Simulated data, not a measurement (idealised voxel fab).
Process module name: voxel transistor to metal
The cross-section on display is named cut; it measures 280 nm wide, and its cells are 5 nm squares.
Cross-sections here: square-cell grids, written as top-down lists of bands, a band being one or more rows of cells.
It is stipulated that each band's entry specify, in nanometres, the height of the top of the band and then that of its bottom, followed by the materials of the band in left-to-right sequence, each together with its width in nanometres. A single material marked by the word "everywhere" is understood to fill the band from edge to edge; the word "blank" is understood to denote empty space.
Ref level 0: as-received wafer is one material below here. Bottom band extends down with no lower bound ("top 0, no bottom").
Top row gets the first number, bottom row gets the second, and each row in between changes by the same step: that is how a band width like "30->40" works.
"nothing changed", as given for a step, is the statement that not any cell of the cross-section underwent a change during that step.
Listed in "Closed void listing": every empty space of 8 or more cells without an open way to the top. Form: width x height at distance, the distance being from the left edge, all in nm.
On each step's line, the part that comes after the settings is the simulator's own comment on the step.
A step line may carry the setting "overlay nm", which, for steps involving a mask, states the distance by which the mask lay to the right of its intended position; negative values denote displacement to the left.

# The process steps that were planned are listed below
1: RECEIVE,material Si
2: CONFORMAL_DEP,material SiO2,thk nm 5
3: CONFORMAL_DEP,material SiN,thk nm 15
4: DIRECTIONAL_DEP,material aC,thk nm 10
5: PATTERN,tone cover,mask id ACTIVE,material resist,width nm 110,pitch nm 130,thk nm 25,overlay nm 0
6: DIRECTIONAL_ETCH,etch materials aC,depth nm 10
7: STRIP,etch materials resist
8: DIRECTIONAL_ETCH,etch materials SiN,depth nm 15
9: DIRECTIONAL_ETCH,etch materials SiO2,depth nm 5
10: DIRECTIONAL_ETCH,etch materials Si,depth nm 20
11: STRIP,etch materials aC
12: FILL_DEP,material SiO2,thk nm 10
13: CMP,height nm 20
14: SELECTIVE_ETCH,etch materials SiO2,depth nm 15
15: STRIP,etch materials SiN
16: SELECTIVE_ETCH,etch materials SiO2,depth nm 5
17: OXIDIZE,depth nm 5
18: DIRECTIONAL_DEP,material polySi,thk nm 25
19: DIRECTIONAL_DEP,material SiCN,thk nm 10
20: MASKED_ETCH,tone cover,mask id GATE,width nm 20,pitch nm 130,etch materials SiCN,depth nm 20,overlay nm 0
21: MASKED_ETCH,tone cover,mask id GATE,width nm 20,pitch nm 130,etch materials polySi,depth nm 35,overlay nm 0
22: CONFORMAL_DEP,material SiN,thk nm 5
23: DIRECTIONAL_ETCH,etch materials SiN,depth nm 5
24: DIRECTIONAL_ETCH,etch materials SiO2,depth nm 5
25: DIRECTIONAL_ETCH,etch materials Si,depth nm 10
26: EPI,material SiGe,thk nm 10
27: FILL_DEP,material SiO2,thk nm 10
28: CMP,height nm 35
29: DIRECTIONAL_DEP,material SiO2,thk nm 10
30: MASKED_ETCH,tone open,mask id CONTACT,width nm 20,etch materials SiO2,depth nm 50,overlay nm 0
31: CONFORMAL_DEP,material TiN,thk nm 5
32: FILL_DEP,material Ru,thk nm 10
33: CMP,height nm 45
34: CONFORMAL_DEP,material SiCN,thk nm 5
35: DIRECTIONAL_DEP,material SiO2,thk nm 20
36: MASKED_ETCH,tone open,mask id METAL_1,width nm 20,etch materials SiO2,depth nm 20,overlay nm 0
37: MASKED_ETCH,tone open,mask id METAL_1,width nm 20,etch materials SiCN,depth nm 5,overlay nm 0
38: CONFORMAL_DEP,material TiN,thk nm 5
39: FILL_DEP,material W,thk nm 5
40: CMP,height nm 70
41: EPI,material Ru,thk nm 5
42: FILL_DEP,material SiCN,thk nm 5
43: DIRECTIONAL_DEP,material lowk,thk nm 25
44: PATTERN,tone open,mask id METAL_2,material resist,width nm 20,pitch nm 130,thk nm 15,overlay nm 0
45: DIRECTIONAL_ETCH,etch materials lowk,depth nm 15
46: STRIP,etch materials resist
47: PATTERN,tone open,mask id METAL_2_HOLES,material resist,width nm 15,pitch nm 130,thk nm 15,overlay nm 0
48: DIRECTIONAL_ETCH,etch materials lowk,depth nm 10
49: DIRECTIONAL_ETCH,etch materials SiCN,depth nm 5
50: STRIP,etch materials resist
51: CONFORMAL_DEP,material TiN,thk nm 5
52: FILL_DEP,material Cu,thk nm 5
53: CMP,height nm 105
54: CONFORMAL_DEP,material SiCN,thk nm 5

# First of two wafers: run as planned

# Cross-sectional view of the wafer in its as-received condition, corresponding to the state after step 1
    top 0, no bottom = Si everywhere
    Closed void listing: none

# The wafer in cross-section once step 2 is complete
    top 5, bottom 0 = SiO2 everywhere
    All layers under 0 are left as they were.

# The wafer in cross-section once step 3 is complete
    top 20, bottom 5 = SiN everywhere
    All layers under 5 are left as they were.

# The wafer in cross-section once step 4 is complete
    top 30, bottom 20 = aC everywhere
    All layers under 20 are left as they were.

# The wafer in cross-section once step 5 is complete
    top 55, bottom 30 = 20 blank | 110 resist | 20 blank | 110 resist | 20 blank
    All layers under 30 are left as they were.

# The wafer in cross-section once step 6 is complete
    top 45, bottom 30 = 20 blank | 110 resist | 20 blank | 110 resist | 20 blank
    top 30, bottom 20 = 20 blank | 110 aC | 20 blank | 110 aC | 20 blank
    All layers under 20 are left as they were.

# The wafer in cross-section once step 7 is complete
    top 30, bottom 20 = 20 blank | 110 aC | 20 blank | 110 aC | 20 blank
    All layers under 20 are left as they were.

# The wafer in cross-section once step 8 is complete
    top 30, bottom 20 = 20 blank | 110 aC | 20 blank | 110 aC | 20 blank
    top 20, bottom 5 = 20 blank | 110 SiN | 20 blank | 110 SiN | 20 blank
    All layers under 5 are left as they were.

# The wafer in cross-section once step 9 is complete
    top 30, bottom 20 = 20 blank | 110 aC | 20 blank | 110 aC | 20 blank
    top 20, bottom 5 = 20 blank | 110 SiN | 20 blank | 110 SiN | 20 blank
    top 5, bottom 0 = 20 blank | 110 SiO2 | 20 blank | 110 SiO2 | 20 blank
    All layers under 0 are left as they were.

# The wafer in cross-section once step 10 is complete
    top 30, bottom 20 = 20 blank | 110 aC | 20 blank | 110 aC | 20 blank
    top 20, bottom 5 = 20 blank | 110 SiN | 20 blank | 110 SiN | 20 blank
    top 5, bottom 0 = 20 blank | 110 SiO2 | 20 blank | 110 SiO2 | 20 blank
    top 0, bottom -20 = 20 blank | 110 Si | 20 blank | 110 Si | 20 blank
    All layers under -20 are left as they were.

# The wafer in cross-section once step 11 is complete
    top 20, bottom 5 = 20 blank | 110 SiN | 20 blank | 110 SiN | 20 blank
    All layers under 5 are left as they were.

# The wafer in cross-section once step 12 is complete
    top 30, bottom 20 = SiO2 everywhere
    top 20, bottom 5 = 20 SiO2 | 110 SiN | 20 SiO2 | 110 SiN | 20 SiO2
    top 5, bottom 0 = SiO2 everywhere
    top 0, bottom -20 = 20 SiO2 | 110 Si | 20 SiO2 | 110 Si | 20 SiO2
    All layers under -20 are left as they were.

# The wafer in cross-section once step 13 is complete
    top 20, bottom 5 = 20 SiO2 | 110 SiN | 20 SiO2 | 110 SiN | 20 SiO2
    All layers under 5 are left as they were.

# The wafer in cross-section once step 14 is complete
    top 20, bottom 5 = 20 blank | 110 SiN | 20 blank | 110 SiN | 20 blank
    All layers under 5 are left as they were.

# The wafer in cross-section once step 15 is complete
    top 5, bottom 0 = SiO2 everywhere
    All layers under 0 are left as they were.

# The wafer in cross-section once step 16 is complete
    top 0, bottom -20 = 20 SiO2 | 110 Si | 20 SiO2 | 110 Si | 20 SiO2
    All layers under -20 are left as they were.

# The wafer in cross-section once step 17 is complete
    top 0, bottom -5 = SiO2 everywhere
    All layers under -5 are left as they were.

# The wafer in cross-section once step 18 is complete
    top 25, bottom 0 = polySi everywhere
    All layers under 0 are left as they were.

# The wafer in cross-section once step 19 is complete
    top 35, bottom 25 = SiCN everywhere
    All layers under 25 are left as they were.

# The wafer in cross-section once step 20 is complete
    top 35, bottom 25 = 65 blank | 20 SiCN | 110 blank | 20 SiCN | 65 blank
    All layers under 25 are left as they were.

# The wafer in cross-section once step 21 is complete
    top 35, bottom 25 = 65 blank | 20 SiCN | 110 blank | 20 SiCN | 65 blank
    top 25, bottom 0 = 65 blank | 20 polySi | 110 blank | 20 polySi | 65 blank
    All layers under 0 are left as they were.

# The wafer in cross-section once step 22 is complete
    top 40, bottom 35 = 60 blank | 30 SiN | 100 blank | 30 SiN | 60 blank
    top 35, bottom 25 = 60 blank | 5 SiN | 20 SiCN | 5 SiN | 100 blank | 5 SiN | 20 SiCN | 5 SiN | 60 blank
    top 25, bottom 5 = 60 blank | 5 SiN | 20 polySi | 5 SiN | 100 blank | 5 SiN | 20 polySi | 5 SiN | 60 blank
    top 5, bottom 0 = 65 SiN | 20 polySi | 110 SiN | 20 polySi | 65 SiN
    All layers under 0 are left as they were.

# The wafer in cross-section once step 23 is complete
    top 35, bottom 25 = 60 blank | 5 SiN | 20 SiCN | 5 SiN | 100 blank | 5 SiN | 20 SiCN | 5 SiN | 60 blank
    top 25, bottom 0 = 60 blank | 5 SiN | 20 polySi | 5 SiN | 100 blank | 5 SiN | 20 polySi | 5 SiN | 60 blank
    All layers under 0 are left as they were.

# The wafer in cross-section once step 24 is complete
    top 35, bottom 25 = 60 blank | 5 SiN | 20 SiCN | 5 SiN | 100 blank | 5 SiN | 20 SiCN | 5 SiN | 60 blank
    top 25, bottom 0 = 60 blank | 5 SiN | 20 polySi | 5 SiN | 100 blank | 5 SiN | 20 polySi | 5 SiN | 60 blank
    top 0, bottom -5 = 60 blank | 30 SiO2 | 100 blank | 30 SiO2 | 60 blank
    All layers under -5 are left as they were.

# The wafer in cross-section once step 25 is complete
    top 35, bottom 25 = 60 blank | 5 SiN | 20 SiCN | 5 SiN | 100 blank | 5 SiN | 20 SiCN | 5 SiN | 60 blank
    top 25, bottom 0 = 60 blank | 5 SiN | 20 polySi | 5 SiN | 100 blank | 5 SiN | 20 polySi | 5 SiN | 60 blank
    top 0, bottom -5 = 60 blank | 30 SiO2 | 100 blank | 30 SiO2 | 60 blank
    top -5, bottom -15 = 20 SiO2 | 40 blank | 30 Si | 40 blank | 20 SiO2 | 40 blank | 30 Si | 40 blank | 20 SiO2
    All layers under -15 are left as they were.

# The wafer in cross-section once step 26 is complete
    top 35, bottom 25 = 60 blank | 5 SiN | 20 SiCN | 5 SiN | 100 blank | 5 SiN | 20 SiCN | 5 SiN | 60 blank
    top 25, bottom 5 = 60 blank | 5 SiN | 20 polySi | 5 SiN | 100 blank | 5 SiN | 20 polySi | 5 SiN | 60 blank
    top 5, bottom 0 = 50 blank | 10 SiGe | 5 SiN | 20 polySi | 5 SiN | 10 SiGe | 80 blank | 10 SiGe | 5 SiN | 20 polySi | 5 SiN | 10 SiGe | 50 blank
    top 0, bottom -5 = 50 blank | 10 SiGe | 30 SiO2 | 10 SiGe | 80 blank | 10 SiGe | 30 SiO2 | 10 SiGe | 50 blank
    top -5, bottom -15 = 20 SiO2 | 40 SiGe | 30 Si | 40 SiGe | 20 SiO2 | 40 SiGe | 30 Si | 40 SiGe | 20 SiO2
    All layers under -15 are left as they were.

# The wafer in cross-section once step 27 is complete
    top 45, bottom 35 = SiO2 everywhere
    top 35, bottom 25 = 60 SiO2 | 5 SiN | 20 SiCN | 5 SiN | 100 SiO2 | 5 SiN | 20 SiCN | 5 SiN | 60 SiO2
    top 25, bottom 5 = 60 SiO2 | 5 SiN | 20 polySi | 5 SiN | 100 SiO2 | 5 SiN | 20 polySi | 5 SiN | 60 SiO2
    top 5, bottom 0 = 50 SiO2 | 10 SiGe | 5 SiN | 20 polySi | 5 SiN | 10 SiGe | 80 SiO2 | 10 SiGe | 5 SiN | 20 polySi | 5 SiN | 10 SiGe | 50 SiO2
    top 0, bottom -5 = 50 SiO2 | 10 SiGe | 30 SiO2 | 10 SiGe | 80 SiO2 | 10 SiGe | 30 SiO2 | 10 SiGe | 50 SiO2
    All layers under -5 are left as they were.

# The wafer in cross-section once step 28 is complete
    top 35, bottom 25 = 60 SiO2 | 5 SiN | 20 SiCN | 5 SiN | 100 SiO2 | 5 SiN | 20 SiCN | 5 SiN | 60 SiO2
    All layers under 25 are left as they were.

# The wafer in cross-section once step 29 is complete
    top 45, bottom 35 = SiO2 everywhere
    All layers under 35 are left as they were.

# The wafer in cross-section once step 30 is complete
    top 45, bottom 35 = 25 SiO2 | 20 blank | 60 SiO2 | 20 blank | 30 SiO2 | 20 blank | 60 SiO2 | 20 blank | 25 SiO2
    top 35, bottom 25 = 25 SiO2 | 20 blank | 15 SiO2 | 5 SiN | 20 SiCN | 5 SiN | 15 SiO2 | 20 blank | 30 SiO2 | 20 blank | 15 SiO2 | 5 SiN | 20 SiCN | 5 SiN | 15 SiO2 | 20 blank | 25 SiO2
    top 25, bottom 5 = 25 SiO2 | 20 blank | 15 SiO2 | 5 SiN | 20 polySi | 5 SiN | 15 SiO2 | 20 blank | 30 SiO2 | 20 blank | 15 SiO2 | 5 SiN | 20 polySi | 5 SiN | 15 SiO2 | 20 blank | 25 SiO2
    top 5, bottom 0 = 25 SiO2 | 20 blank | 5 SiO2 | 10 SiGe | 5 SiN | 20 polySi | 5 SiN | 10 SiGe | 5 SiO2 | 20 blank | 30 SiO2 | 20 blank | 5 SiO2 | 10 SiGe | 5 SiN | 20 polySi | 5 SiN | 10 SiGe | 5 SiO2 | 20 blank | 25 SiO2
    top 0, bottom -5 = 25 SiO2 | 20 blank | 5 SiO2 | 10 SiGe | 30 SiO2 | 10 SiGe | 5 SiO2 | 20 blank | 30 SiO2 | 20 blank | 5 SiO2 | 10 SiGe | 30 SiO2 | 10 SiGe | 5 SiO2 | 20 blank | 25 SiO2
    All layers under -5 are left as they were.

# The wafer in cross-section once step 31 is complete
    top 50, bottom 45 = 30 TiN | 10 blank | 70 TiN | 10 blank | 40 TiN | 10 blank | 70 TiN | 10 blank | 30 TiN
    top 45, bottom 35 = 25 SiO2 | 5 TiN | 10 blank | 5 TiN | 60 SiO2 | 5 TiN | 10 blank | 5 TiN | 30 SiO2 | 5 TiN | 10 blank | 5 TiN | 60 SiO2 | 5 TiN | 10 blank | 5 TiN | 25 SiO2
    top 35, bottom 25 = 25 SiO2 | 5 TiN | 10 blank | 5 TiN | 15 SiO2 | 5 SiN | 20 SiCN | 5 SiN | 15 SiO2 | 5 TiN | 10 blank | 5 TiN | 30 SiO2 | 5 TiN | 10 blank | 5 TiN | 15 SiO2 | 5 SiN | 20 SiCN | 5 SiN | 15 SiO2 | 5 TiN | 10 blank | 5 TiN | 25 SiO2
    top 25, bottom 5 = 25 SiO2 | 5 TiN | 10 blank | 5 TiN | 15 SiO2 | 5 SiN | 20 polySi | 5 SiN | 15 SiO2 | 5 TiN | 10 blank | 5 TiN | 30 SiO2 | 5 TiN | 10 blank | 5 TiN | 15 SiO2 | 5 SiN | 20 polySi | 5 SiN | 15 SiO2 | 5 TiN | 10 blank | 5 TiN | 25 SiO2
    top 5, bottom 0 = 25 SiO2 | 5 TiN | 10 blank | 5 TiN | 5 SiO2 | 10 SiGe | 5 SiN | 20 polySi | 5 SiN | 10 SiGe | 5 SiO2 | 5 TiN | 10 blank | 5 TiN | 30 SiO2 | 5 TiN | 10 blank | 5 TiN | 5 SiO2 | 10 SiGe | 5 SiN | 20 polySi | 5 SiN | 10 SiGe | 5 SiO2 | 5 TiN | 10 blank | 5 TiN | 25 SiO2
    top 0, bottom -5 = 25 SiO2 | 20 TiN | 5 SiO2 | 10 SiGe | 30 SiO2 | 10 SiGe | 5 SiO2 | 20 TiN | 30 SiO2 | 20 TiN | 5 SiO2 | 10 SiGe | 30 SiO2 | 10 SiGe | 5 SiO2 | 20 TiN | 25 SiO2
    All layers under -5 are left as they were.

# The wafer in cross-section once step 32 is complete
    top 60, bottom 50 = Ru everywhere
    top 50, bottom 45 = 30 TiN | 10 Ru | 70 TiN | 10 Ru | 40 TiN | 10 Ru | 70 TiN | 10 Ru | 30 TiN
    top 45, bottom 35 = 25 SiO2 | 5 TiN | 10 Ru | 5 TiN | 60 SiO2 | 5 TiN | 10 Ru | 5 TiN | 30 SiO2 | 5 TiN | 10 Ru | 5 TiN | 60 SiO2 | 5 TiN | 10 Ru | 5 TiN | 25 SiO2
    top 35, bottom 25 = 25 SiO2 | 5 TiN | 10 Ru | 5 TiN | 15 SiO2 | 5 SiN | 20 SiCN | 5 SiN | 15 SiO2 | 5 TiN | 10 Ru | 5 TiN | 30 SiO2 | 5 TiN | 10 Ru | 5 TiN | 15 SiO2 | 5 SiN | 20 SiCN | 5 SiN | 15 SiO2 | 5 TiN | 10 Ru | 5 TiN | 25 SiO2
    top 25, bottom 5 = 25 SiO2 | 5 TiN | 10 Ru | 5 TiN | 15 SiO2 | 5 SiN | 20 polySi | 5 SiN | 15 SiO2 | 5 TiN | 10 Ru | 5 TiN | 30 SiO2 | 5 TiN | 10 Ru | 5 TiN | 15 SiO2 | 5 SiN | 20 polySi | 5 SiN | 15 SiO2 | 5 TiN | 10 Ru | 5 TiN | 25 SiO2
    top 5, bottom 0 = 25 SiO2 | 5 TiN | 10 Ru | 5 TiN | 5 SiO2 | 10 SiGe | 5 SiN | 20 polySi | 5 SiN | 10 SiGe | 5 SiO2 | 5 TiN | 10 Ru | 5 TiN | 30 SiO2 | 5 TiN | 10 Ru | 5 TiN | 5 SiO2 | 10 SiGe | 5 SiN | 20 polySi | 5 SiN | 10 SiGe | 5 SiO2 | 5 TiN | 10 Ru | 5 TiN | 25 SiO2
    All layers under 0 are left as they were.

# The wafer in cross-section once step 33 is complete
    top 45, bottom 35 = 25 SiO2 | 5 TiN | 10 Ru | 5 TiN | 60 SiO2 | 5 TiN | 10 Ru | 5 TiN | 30 SiO2 | 5 TiN | 10 Ru | 5 TiN | 60 SiO2 | 5 TiN | 10 Ru | 5 TiN | 25 SiO2
    All layers under 35 are left as they were.

# The wafer in cross-section once step 34 is complete
    top 50, bottom 45 = SiCN everywhere
    All layers under 45 are left as they were.

# The wafer in cross-section once step 35 is complete
    top 70, bottom 50 = SiO2 everywhere
    All layers under 50 are left as they were.

# The wafer in cross-section once step 36 is complete
    top 70, bottom 50 = 25 SiO2 | 20 blank | 60 SiO2 | 20 blank | 30 SiO2 | 20 blank | 60 SiO2 | 20 blank | 25 SiO2
    All layers under 50 are left as they were.

# The wafer in cross-section once step 37 is complete
    top 70, bottom 50 = 25 SiO2 | 20 blank | 60 SiO2 | 20 blank | 30 SiO2 | 20 blank | 60 SiO2 | 20 blank | 25 SiO2
    top 50, bottom 45 = 25 SiCN | 20 blank | 60 SiCN | 20 blank | 30 SiCN | 20 blank | 60 SiCN | 20 blank | 25 SiCN
    All layers under 45 are left as they were.

# The wafer in cross-section once step 38 is complete
    top 75, bottom 70 = 30 TiN | 10 blank | 70 TiN | 10 blank | 40 TiN | 10 blank | 70 TiN | 10 blank | 30 TiN
    top 70, bottom 50 = 25 SiO2 | 5 TiN | 10 blank | 5 TiN | 60 SiO2 | 5 TiN | 10 blank | 5 TiN | 30 SiO2 | 5 TiN | 10 blank | 5 TiN | 60 SiO2 | 5 TiN | 10 blank | 5 TiN | 25 SiO2
    top 50, bottom 45 = 25 SiCN | 20 TiN | 60 SiCN | 20 TiN | 30 SiCN | 20 TiN | 60 SiCN | 20 TiN | 25 SiCN
    All layers under 45 are left as they were.

# The wafer in cross-section once step 39 is complete
    top 80, bottom 75 = W everywhere
    top 75, bottom 70 = 30 TiN | 10 W | 70 TiN | 10 W | 40 TiN | 10 W | 70 TiN | 10 W | 30 TiN
    top 70, bottom 50 = 25 SiO2 | 5 TiN | 10 W | 5 TiN | 60 SiO2 | 5 TiN | 10 W | 5 TiN | 30 SiO2 | 5 TiN | 10 W | 5 TiN | 60 SiO2 | 5 TiN | 10 W | 5 TiN | 25 SiO2
    All layers under 50 are left as they were.

# The wafer in cross-section once step 40 is complete
    top 70, bottom 50 = 25 SiO2 | 5 TiN | 10 W | 5 TiN | 60 SiO2 | 5 TiN | 10 W | 5 TiN | 30 SiO2 | 5 TiN | 10 W | 5 TiN | 60 SiO2 | 5 TiN | 10 W | 5 TiN | 25 SiO2
    All layers under 50 are left as they were.

# The wafer in cross-section once step 41 is complete
    top 75, bottom 70 = 20 blank | 30 Ru | 50 blank | 30 Ru | 20 blank | 30 Ru | 50 blank | 30 Ru | 20 blank
    All layers under 70 are left as they were.

# The wafer in cross-section once step 42 is complete
    top 80, bottom 75 = SiCN everywhere
    top 75, bottom 70 = 20 SiCN | 30 Ru | 50 SiCN | 30 Ru | 20 SiCN | 30 Ru | 50 SiCN | 30 Ru | 20 SiCN
    All layers under 70 are left as they were.

# The wafer in cross-section once step 43 is complete
    top 105, bottom 80 = lowk everywhere
    All layers under 80 are left as they were.

# The wafer in cross-section once step 44 is complete
    top 120, bottom 105 = 25 resist | 20 blank | 110 resist | 20 blank | 105 resist
    All layers under 105 are left as they were.

# The wafer in cross-section once step 45 is complete
    top 120, bottom 105 = 25 resist | 20 blank | 110 resist | 20 blank | 105 resist
    top 105, bottom 90 = 25 lowk | 20 blank | 110 lowk | 20 blank | 105 lowk
    All layers under 90 are left as they were.

# The wafer in cross-section once step 46 is complete
    top 105, bottom 90 = 25 lowk | 20 blank | 110 lowk | 20 blank | 105 lowk
    All layers under 90 are left as they were.

# The wafer in cross-section once step 47 is complete
    top 120, bottom 105 = 25 resist | 15 blank | 115 resist | 15 blank | 110 resist
    top 105, bottom 90 = 25 lowk | 15 blank | 5 resist | 110 lowk | 15 blank | 5 resist | 105 lowk
    All layers under 90 are left as they were.

# The wafer in cross-section once step 48 is complete
    top 120, bottom 105 = 25 resist | 15 blank | 115 resist | 15 blank | 110 resist
    top 105, bottom 90 = 25 lowk | 15 blank | 5 resist | 110 lowk | 15 blank | 5 resist | 105 lowk
    top 90, bottom 80 = 25 lowk | 15 blank | 115 lowk | 15 blank | 110 lowk
    All layers under 80 are left as they were.

# The wafer in cross-section once step 49 is complete
    top 120, bottom 105 = 25 resist | 15 blank | 115 resist | 15 blank | 110 resist
    top 105, bottom 90 = 25 lowk | 15 blank | 5 resist | 110 lowk | 15 blank | 5 resist | 105 lowk
    top 90, bottom 80 = 25 lowk | 15 blank | 115 lowk | 15 blank | 110 lowk
    top 80, bottom 75 = 25 SiCN | 15 blank | 115 SiCN | 15 blank | 110 SiCN
    All layers under 75 are left as they were.

# The wafer in cross-section once step 50 is complete
    top 105, bottom 90 = 25 lowk | 20 blank | 110 lowk | 20 blank | 105 lowk
    All layers under 90 are left as they were.

# The wafer in cross-section once step 51 is complete
    top 110, bottom 105 = 30 TiN | 10 blank | 120 TiN | 10 blank | 110 TiN
    top 105, bottom 95 = 25 lowk | 5 TiN | 10 blank | 5 TiN | 110 lowk | 5 TiN | 10 blank | 5 TiN | 105 lowk
    top 95, bottom 90 = 25 lowk | 5 TiN | 5 blank | 10 TiN | 110 lowk | 5 TiN | 5 blank | 10 TiN | 105 lowk
    top 90, bottom 80 = 25 lowk | 5 TiN | 5 blank | 5 TiN | 115 lowk | 5 TiN | 5 blank | 5 TiN | 110 lowk
    top 80, bottom 75 = 25 SiCN | 15 TiN | 115 SiCN | 15 TiN | 110 SiCN
    All layers under 75 are left as they were.

# The wafer in cross-section once step 52 is complete
    top 115, bottom 110 = Cu everywhere
    top 110, bottom 105 = 30 TiN | 10 Cu | 120 TiN | 10 Cu | 110 TiN
    top 105, bottom 95 = 25 lowk | 5 TiN | 10 Cu | 5 TiN | 110 lowk | 5 TiN | 10 Cu | 5 TiN | 105 lowk
    top 95, bottom 90 = 25 lowk | 5 TiN | 5 Cu | 10 TiN | 110 lowk | 5 TiN | 5 Cu | 10 TiN | 105 lowk
    top 90, bottom 80 = 25 lowk | 5 TiN | 5 Cu | 5 TiN | 115 lowk | 5 TiN | 5 Cu | 5 TiN | 110 lowk
    All layers under 80 are left as they were.

# The wafer in cross-section once step 53 is complete
    top 105, bottom 95 = 25 lowk | 5 TiN | 10 Cu | 5 TiN | 110 lowk | 5 TiN | 10 Cu | 5 TiN | 105 lowk
    All layers under 95 are left as they were.

# The wafer in cross-section once step 54 is complete
    top 110, bottom 105 = SiCN everywhere
    All layers under 105 are left as they were.

# Wafer two. Identical start, identical plan. One mistake in execution. Identical history through step 39

# Cross-sectional view of the second wafer at the intended end time of process step 40
    top 60, bottom 50 = 25 SiO2 | 5 TiN | 10 W | 5 TiN | 60 SiO2 | 5 TiN | 10 W | 5 TiN | 30 SiO2 | 5 TiN | 10 W | 5 TiN | 60 SiO2 | 5 TiN | 10 W | 5 TiN | 25 SiO2
    All layers under 50 are left as they were.

# Cross-sectional view of the second wafer at the intended end time of process step 41
    top 65, bottom 60 = 20 blank | 30 Ru | 50 blank | 30 Ru | 20 blank | 30 Ru | 50 blank | 30 Ru | 20 blank
    All layers under 60 are left as they were.

# Cross-sectional view of the second wafer at the intended end time of process step 42
    top 70, bottom 65 = SiCN everywhere
    top 65, bottom 60 = 20 SiCN | 30 Ru | 50 SiCN | 30 Ru | 20 SiCN | 30 Ru | 50 SiCN | 30 Ru | 20 SiCN
    All layers under 60 are left as they were.

# Cross-sectional view of the second wafer at the intended end time of process step 43
    top 95, bottom 70 = lowk everywhere
    All layers under 70 are left as they were.

# Cross-sectional view of the second wafer at the intended end time of process step 44
    top 110, bottom 95 = 25 resist | 20 blank | 110 resist | 20 blank | 105 resist
    All layers under 95 are left as they were.

# Cross-sectional view of the second wafer at the intended end time of process step 45
    top 110, bottom 95 = 25 resist | 20 blank | 110 resist | 20 blank | 105 resist
    top 95, bottom 80 = 25 lowk | 20 blank | 110 lowk | 20 blank | 105 lowk
    All layers under 80 are left as they were.

# Cross-sectional view of the second wafer at the intended end time of process step 46
    top 95, bottom 80 = 25 lowk | 20 blank | 110 lowk | 20 blank | 105 lowk
    All layers under 80 are left as they were.

# Cross-sectional view of the second wafer at the intended end time of process step 47
    top 110, bottom 95 = 25 resist | 15 blank | 115 resist | 15 blank | 110 resist
    top 95, bottom 80 = 25 lowk | 15 blank | 5 resist | 110 lowk | 15 blank | 5 resist | 105 lowk
    All layers under 80 are left as they were.

# Cross-sectional view of the second wafer at the intended end time of process step 48
    top 110, bottom 95 = 25 resist | 15 blank | 115 resist | 15 blank | 110 resist
    top 95, bottom 80 = 25 lowk | 15 blank | 5 resist | 110 lowk | 15 blank | 5 resist | 105 lowk
    top 80, bottom 70 = 25 lowk | 15 blank | 115 lowk | 15 blank | 110 lowk
    All layers under 70 are left as they were.

# Cross-sectional view of the second wafer at the intended end time of process step 49
    top 110, bottom 95 = 25 resist | 15 blank | 115 resist | 15 blank | 110 resist
    top 95, bottom 80 = 25 lowk | 15 blank | 5 resist | 110 lowk | 15 blank | 5 resist | 105 lowk
    top 80, bottom 70 = 25 lowk | 15 blank | 115 lowk | 15 blank | 110 lowk
    top 70, bottom 65 = 25 SiCN | 15 blank | 115 SiCN | 15 blank | 110 SiCN
    All layers under 65 are left as they were.

# Cross-sectional view of the second wafer at the intended end time of process step 50
    top 95, bottom 80 = 25 lowk | 20 blank | 110 lowk | 20 blank | 105 lowk
    All layers under 80 are left as they were.

# Cross-sectional view of the second wafer at the intended end time of process step 51
    top 100, bottom 95 = 30 TiN | 10 blank | 120 TiN | 10 blank | 110 TiN
    top 95, bottom 85 = 25 lowk | 5 TiN | 10 blank | 5 TiN | 110 lowk | 5 TiN | 10 blank | 5 TiN | 105 lowk
    top 85, bottom 80 = 25 lowk | 5 TiN | 5 blank | 10 TiN | 110 lowk | 5 TiN | 5 blank | 10 TiN | 105 lowk
    top 80, bottom 70 = 25 lowk | 5 TiN | 5 blank | 5 TiN | 115 lowk | 5 TiN | 5 blank | 5 TiN | 110 lowk
    top 70, bottom 65 = 25 SiCN | 15 TiN | 115 SiCN | 15 TiN | 110 SiCN
    All layers under 65 are left as they were.

# Cross-sectional view of the second wafer at the intended end time of process step 52
    top 105, bottom 100 = Cu everywhere
    top 100, bottom 95 = 30 TiN | 10 Cu | 120 TiN | 10 Cu | 110 TiN
    top 95, bottom 85 = 25 lowk | 5 TiN | 10 Cu | 5 TiN | 110 lowk | 5 TiN | 10 Cu | 5 TiN | 105 lowk
    top 85, bottom 80 = 25 lowk | 5 TiN | 5 Cu | 10 TiN | 110 lowk | 5 TiN | 5 Cu | 10 TiN | 105 lowk
    top 80, bottom 70 = 25 lowk | 5 TiN | 5 Cu | 5 TiN | 115 lowk | 5 TiN | 5 Cu | 5 TiN | 110 lowk
    All layers under 70 are left as they were.

Cross-sectional view of the second wafer at the intended end time of process step 53: nothing changed

# Cross-sectional view of the second wafer at the intended end time of process step 54
    top 110, bottom 105 = SiCN everywhere
    All layers under 105 are left as they were.
The plan and the run diverged here: step 40 ran as: CMP,height nm 60
Looking at both finished wafers in cells, the second ends up ahead of or behind the first on some materials: Cu: 60 more | SiO2: 80 fewer | TiN: 36 more | W: 16 fewer
